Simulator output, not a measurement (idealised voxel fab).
This is a process module. Its name is voxel ribs on slabs.
Section cut is 290 nm wide and gridded with 5 nm square cells.
Throughout this document, each cross-section is represented as a grid of square cells and is presented as a sequence of bands enumerated from the top downward, where a band comprises one or more rows of cells.
This entry defines a band. It first specifies the height of the band's top and the height of its bottom in nm, and then specifies the band's materials from left to right, stating each material with its width in nm. The word "edge to edge" identifies a single material that fills the band from edge to edge, while the word "blank" identifies empty space.
Note: height 0 marks the level under which the wafer is uniformly one material as received. Lowest band unbounded below, written "0..down".
The notation "30->40" denotes a width that varies across the rows of cells in the band, beginning at the first number in the top row, finishing at the second number in the bottom row, and changing by an identical amount from each row to the next.
Basically "nothing was modified" means that step didn't change any cell in the cross-section.
Each empty space that has no open way to the top and spans at least 8 cells appears under "Enclosed internal cavities" as width x height at distance, the distance counted from the left edge, all in nm.
Post-settings text on a step line: simulator's own remark regarding the step.
The line of a step may include "overlay nm". On a step with a mask, this value is how far to the right of its planned place the mask lay. A negative value means the mask lay to the left.

# Process steps foreseen in the plan
- 1: RECEIVE,material Si
- 2: DIRECTIONAL_DEP,material SiO2,thk nm 30
- 3: DIRECTIONAL_DEP,material polySi,thk nm 20
- 4: MASKED_ETCH,tone cover,mask id RIB,width nm 25,etch materials polySi,depth nm 5,overlay nm 0
- 5: PATTERN,tone cover,mask id SLAB,material resist,width nm 55,thk nm 15,overlay nm 0
- 6: DIRECTIONAL_ETCH,etch materials polySi,depth nm 15
- 7: STRIP,etch materials resist
- 8: FILL_DEP,material SiO2,thk nm 20
- 9: CMP,height nm 60
- 10: DIRECTIONAL_DEP,material W,thk nm 5
- 11: MASKED_ETCH,tone cover,mask id HEATER,width nm 35,etch materials W,depth nm 5,overlay nm 0
- 12: CONFORMAL_DEP,material SiN,thk nm 10

# The first of a set of two wafers, run to plan

# Incoming wafer in cross-section (state: after step 1)
- 0..down = Si edge to edge
- Enclosed internal cavities: none

# Wafer section view after processing step 2
- 30..0 = SiO2 edge to edge
- Nothing below the height 0 has changed.

# Wafer section view after processing step 3
- 50..30 = polySi edge to edge
- Nothing below the height 30 has changed.

# Wafer section view after processing step 4
- 50..45 = blank 130 nm  polySi 25 nm  blank 135 nm
- Nothing below the height 45 has changed.

# Wafer section view after processing step 5
- 65..50 = blank 115 nm  resist 55 nm  blank 120 nm
- 50..45 = blank 115 nm  resist 15 nm  polySi 25 nm  resist 15 nm  blank 120 nm
- Nothing below the height 45 has changed.

# Wafer section view after processing step 6
- 65..50 = blank 115 nm  resist 55 nm  blank 120 nm
- 50..45 = blank 115 nm  resist 15 nm  polySi 25 nm  resist 15 nm  blank 120 nm
- 45..30 = blank 115 nm  polySi 55 nm  blank 120 nm
- Nothing below the height 30 has changed.

# Wafer section view after processing step 7
- 50..45 = blank 130 nm  polySi 25 nm  blank 135 nm
- Nothing below the height 45 has changed.

# Wafer section view after processing step 8
- 70..50 = SiO2 edge to edge
- 50..45 = SiO2 130 nm  polySi 25 nm  SiO2 135 nm
- 45..30 = SiO2 115 nm  polySi 55 nm  SiO2 120 nm
- Nothing below the height 30 has changed.

# Wafer section view after processing step 9
- 60..50 = SiO2 edge to edge
- Nothing below the height 50 has changed.

# Wafer section view after processing step 10
- 65..60 = W edge to edge
- Nothing below the height 60 has changed.

# Wafer section view after processing step 11
- 65..60 = blank 125 nm  W 35 nm  blank 130 nm
- Nothing below the height 60 has changed.

# Wafer section view after processing step 12
- 75..70 = blank 115 nm  SiN 55 nm  blank 120 nm
- 70..65 = SiN edge to edge
- 65..60 = SiN 125 nm  W 35 nm  SiN 130 nm
- Nothing below the height 60 has changed.

# Okay, second wafer. Nothing different at the start, nothing different in the plan, just one mistake somewhere in the running. As far as step 2, counting that step, it's the first wafer all over again

# Second wafer, cut view, end of step 3 per plan
- 70..30 = polySi edge to edge
- Nothing below the height 30 has changed.

# Second wafer, cut view, end of step 4 per plan
- 70..65 = blank 130 nm  polySi 25 nm  blank 135 nm
- Nothing below the height 65 has changed.

# Second wafer, cut view, end of step 5 per plan
- 85..70 = blank 115 nm  resist 55 nm  blank 120 nm
- 70..65 = blank 115 nm  resist 15 nm  polySi 25 nm  resist 15 nm  blank 120 nm
- Nothing below the height 65 has changed.

# Second wafer, cut view, end of step 6 per plan
- 85..70 = blank 115 nm  resist 55 nm  blank 120 nm
- 70..65 = blank 115 nm  resist 15 nm  polySi 25 nm  resist 15 nm  blank 120 nm
- 65..50 = blank 115 nm  polySi 55 nm  blank 120 nm
- Nothing below the height 50 has changed.

# Second wafer, cut view, end of step 7 per plan
- 70..65 = blank 130 nm  polySi 25 nm  blank 135 nm
- Nothing below the height 65 has changed.

# Second wafer, cut view, end of step 8 per plan
- 90..70 = SiO2 edge to edge
- 70..65 = SiO2 130 nm  polySi 25 nm  SiO2 135 nm
- 65..50 = SiO2 115 nm  polySi 55 nm  SiO2 120 nm
- Nothing below the height 50 has changed.

# Second wafer, cut view, end of step 9 per plan
- 60..50 = SiO2 115 nm  polySi 55 nm  SiO2 120 nm
- Nothing below the height 50 has changed.

# Second wafer, cut view, end of step 10 per plan
- 65..60 = W edge to edge
- Nothing below the height 60 has changed.

# Second wafer, cut view, end of step 11 per plan
- 65..60 = blank 125 nm  W 35 nm  blank 130 nm
- Nothing below the height 60 has changed.

# Second wafer, cut view, end of step 12 per plan
- 75..70 = blank 115 nm  SiN 55 nm  blank 120 nm
- 70..65 = SiN edge to edge
- 65..60 = SiN 125 nm  W 35 nm  SiN 130 nm
- Nothing below the height 60 has changed.
what went wrong: step 3 from the plan got run twice
The closing comparison, in cells, has the second wafer with more or fewer of some materials than the first: SiO2 -216, polySi +216
